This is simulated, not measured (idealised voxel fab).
process module | voxel capacitor over wiring
cross-section cut | 190 nm wide | cells 5 nm
A cross-section is a grid of square cells, given in bands from the top down. A band is one or more rows of cells.
Each band's line starts with the height of the band's top and of its bottom, in nm. Then come its materials from left to right, each with its width in nm. One material with "throughout" fills the band from edge to edge. "air" is empty space.
Height 0 is the level under which the wafer as received is all one material. The lowest band goes on downwards, as in "0 down".
A width such as "30 to 40" changes by the same amount from each row of cells to the next, from the band's top row to its bottom row.
"no change" after a step means that no cell of the cross-section changed.
closed voids: empty space of 8 cells or more with no open way to the top, each as width x height at its distance from the left edge, in nm
after a step's settings: what the simulator itself notes on the step
overlay nm, on a step with a mask: how far to the right of its planned place the mask lay; to the left if negative
plan
1 op RECEIVE | material Si
2 op CONFORMAL_DEP | material SiO2 | thk nm 10
3 op CONFORMAL_DEP | material SiN | thk nm 5
4 op DIRECTIONAL_DEP | material SiO2 | thk nm 15
5 op DIRECTIONAL_DEP | material aC | thk nm 10
6 op PATTERN | tone open | mask id METAL_1 | material resist | width nm 30 | pitch nm 80 | thk nm 30 | overlay nm 0
7 op DIRECTIONAL_ETCH | etch materials aC | depth nm 10
8 op STRIP | etch materials resist
9 op DIRECTIONAL_ETCH | etch materials SiO2 | depth nm 15
10 op DIRECTIONAL_ETCH | etch materials SiN | depth nm 5
11 op STRIP | etch materials aC
12 op CONFORMAL_DEP | material TiN | thk nm 5
13 op FILL_DEP | material Ru | thk nm 10
14 op CMP | height nm 30
15 op EPI | material Ru | thk nm 5
16 op FILL_DEP | material SiCN | thk nm 5
17 op DIRECTIONAL_DEP | material SiO2 | thk nm 10
18 op MASKED_ETCH | tone open | mask id PLUG_1 | width nm 15 | etch materials SiO2 | depth nm 10 | overlay nm 0
19 op MASKED_ETCH | tone open | mask id PLUG_1 | width nm 15 | etch materials SiCN | depth nm 5 | overlay nm 0
20 op CONFORMAL_DEP | material TiN | thk nm 5
21 op FILL_DEP | material Cu | thk nm 5
22 op CMP | height nm 50
23 op DIRECTIONAL_DEP | material TiN | thk nm 5
24 op DIRECTIONAL_DEP | material HfO2 | thk nm 5
25 op DIRECTIONAL_DEP | material TiN | thk nm 10
26 op DIRECTIONAL_DEP | material aC | thk nm 15
27 op PATTERN | tone cover | mask id UPPER_PLATE | material resist | width nm 55 | thk nm 30 | overlay nm 0
28 op DIRECTIONAL_ETCH | etch materials aC | depth nm 15
29 op STRIP | etch materials resist
30 op DIRECTIONAL_ETCH | etch materials TiN | depth nm 10
31 op DIRECTIONAL_ETCH | etch materials HfO2 | depth nm 5
32 op STRIP | etch materials aC
33 op PATTERN | tone cover | mask id LOWER_PLATE | material resist | width nm 65 | thk nm 15 | overlay nm 0
34 op DIRECTIONAL_ETCH | etch materials TiN | depth nm 5
35 op STRIP | etch materials resist
36 op FILL_DEP | material SiO2 | thk nm 20
37 op CMP | height nm 85
38 op MASKED_ETCH | tone open | mask id PLUG_2 | width nm 15 | etch materials SiO2 | depth nm 15 | overlay nm 0
39 op CONFORMAL_DEP | material TiN | thk nm 5
40 op FILL_DEP | material W | thk nm 5
41 op CMP | height nm 85
42 op CONFORMAL_DEP | material SiCN | thk nm 5
as received, after step 1
  0 down: Si throughout
  closed voids: none
a wafer at the end: this start, this plan, one mistake
  90 to 85: SiCN throughout
  85 to 75: SiO2 65 | TiN 5 | W 5 | TiN 5 | SiO2 110
  75 to 70: SiO2 65 | TiN 15 | SiO2 110
  70 to 60: SiO2 55 | TiN 55 | SiO2 80
  60 to 55: SiO2 55 | HfO2 55 | SiO2 80
  55 to 50: SiO2 50 | TiN 65 | SiO2 75
  50 to 40: SiO2 55 | TiN 5 | Cu 5 | TiN 5 | SiO2 120
  40 to 35: SiCN 55 | TiN 15 | SiCN 120
  35 to 15: Ru throughout
  15 to 10: SiN throughout
  10 to 0: SiO2 throughout
  0 down: Si throughout
  closed voids: none
what went wrong: step 4 ran as: op DIRECTIONAL_DEP | material Ru | thk nm 15
